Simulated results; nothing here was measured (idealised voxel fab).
Title: Process Module voxel air gaps
Square cell edge 5 nm, section width 200 nm, ID cut.
Cross-section spec: square-cell grid; bands listed top down; each band is one or more rows. The band entry comprises the height of the band's top followed by the height of its bottom, expressed in nm, and subsequently the band's materials from left to right, each stated together with its width in nm. Where a single material is marked with the word "edge to edge", that material fills the band from edge to edge. The word "empty" represents empty space. The level at which height equals 0 is the one under which the wafer, as it arrives, is entirely one material. No lower edge exists for the bottom band, which continues downward and is notated as in "0 and below". When a width is written as two numbers, as in "30->40", the first number is the width in the top row of cells of the band and the second is the width in its bottom row, and the width changes by the same amount from each row to the next. Given "stayed the same" for a step, no cell of the cross-section differs between before and after that step. For the entry "Sealed-off cavities", the listed items are empty spaces with no open way to the top whose size is 8 cells or more; each item follows the pattern width x height at distance, where distance is from the left edge and all three are in nm. On each step's line, the part that comes after the settings is the simulator's own comment on the step. A step's line can hold "overlay nm"; with a mask on that step, the setting says how far right of the planned place the mask lay, while a negative setting says it lay to the left.
### So here's the lineup of process steps we planned
step 1: RECEIVE,material Si
step 2: CONFORMAL_DEP,material SiO2,thk nm 15
step 3: CONFORMAL_DEP,material SiCN,thk nm 5
step 4: DIRECTIONAL_DEP,material lowk,thk nm 30
step 5: PATTERN,tone open,mask id LINES,material resist,width nm 20,pitch nm 45,thk nm 20,overlay nm 0
step 6: DIRECTIONAL_ETCH,etch materials lowk,depth nm 30
step 7: STRIP,etch materials resist
step 8: CONFORMAL_DEP,material TiN,thk nm 5
step 9: FILL_DEP,material Ru,thk nm 5
step 10: CMP,height nm 50
step 11: EPI,material Ru,thk nm 10
step 12: SELECTIVE_ETCH,etch materials lowk,depth nm 40
step 13: CONFORMAL_DEP,material SiCN,thk nm 5
### Cross-section, incoming material, after step 1
* 0 and below  Si edge to edge
* Sealed-off cavities: none
### As-planned run: cross-section of the first of two wafers at end of module
* 65 down to 60  30 of empty; 140 of SiCN; 30 of empty
* 60 down to 50  30 of empty; 5 of SiCN; 40 of Ru; 5 of SiCN; 40 of Ru; 5 of SiCN; 40 of Ru; 5 of SiCN; 30 of empty
* 50 down to 45  30 of empty; 15 of SiCN; 5 of TiN; 10 of Ru; 5 of TiN; 25 of SiCN; 5 of TiN; 10 of Ru; 5 of TiN; 25 of SiCN; 5 of TiN; 10 of Ru; 5 of TiN; 15 of SiCN; 30 of empty
* 45 down to 25  40 of empty; 5 of SiCN; 5 of TiN; 10 of Ru; 5 of TiN; 5 of SiCN; 15 of empty; 5 of SiCN; 5 of TiN; 10 of Ru; 5 of TiN; 5 of SiCN; 15 of empty; 5 of SiCN; 5 of TiN; 10 of Ru; 5 of TiN; 5 of SiCN; 40 of empty
* 25 down to 20  45 of SiCN; 20 of TiN; 25 of SiCN; 20 of TiN; 25 of SiCN; 20 of TiN; 45 of SiCN
* 20 down to 15  SiCN edge to edge
* 15 down to 0  SiO2 edge to edge
* 0 and below  Si edge to edge
* Sealed-off cavities: 15 x 20 at 70; 15 x 20 at 115
### Cross-section of the latter of the two wafers at module completion. It had an identical start and an identical plan to the former; in running it, one mistake was made
* 65 down to 60  30 of empty; 140 of SiCN; 30 of empty
* 60 down to 50  30 of empty; 5 of SiCN; 40 of Ru; 5 of SiCN; 40 of Ru; 5 of SiCN; 40 of Ru; 5 of SiCN; 30 of empty
* 50 down to 45  30 of empty; 15 of SiCN; 5 of TiN; 10 of Ru; 5 of TiN; 25 of SiCN; 5 of TiN; 10 of Ru; 5 of TiN; 25 of SiCN; 5 of TiN; 10 of Ru; 5 of TiN; 15 of SiCN; 30 of empty
* 45 down to 25  40 of empty; 5 of SiCN; 5 of TiN; 10 of Ru; 5 of TiN; 5 of SiCN; 15 of empty; 5 of SiCN; 5 of TiN; 10 of Ru; 5 of TiN; 5 of SiCN; 15 of empty; 5 of SiCN; 5 of TiN; 10 of Ru; 5 of TiN; 5 of SiCN; 40 of empty
* 25 down to 20  45 of SiCN; 20 of TiN; 25 of SiCN; 20 of TiN; 25 of SiCN; 20 of TiN; 45 of SiCN
* 20 down to 0  SiCN edge to edge
* 0 and below  Si edge to edge
* Sealed-off cavities: 15 x 20 at 70; 15 x 20 at 115
Deviation noted in wafer processing: in deviation from the planned setting, step 2 was conducted as CONFORMAL_DEP,material SiCN,thk nm 15
Final cells, second wafer relative to first, materials higher or lower: SiCN: 120 more, SiO2: 120 fewer
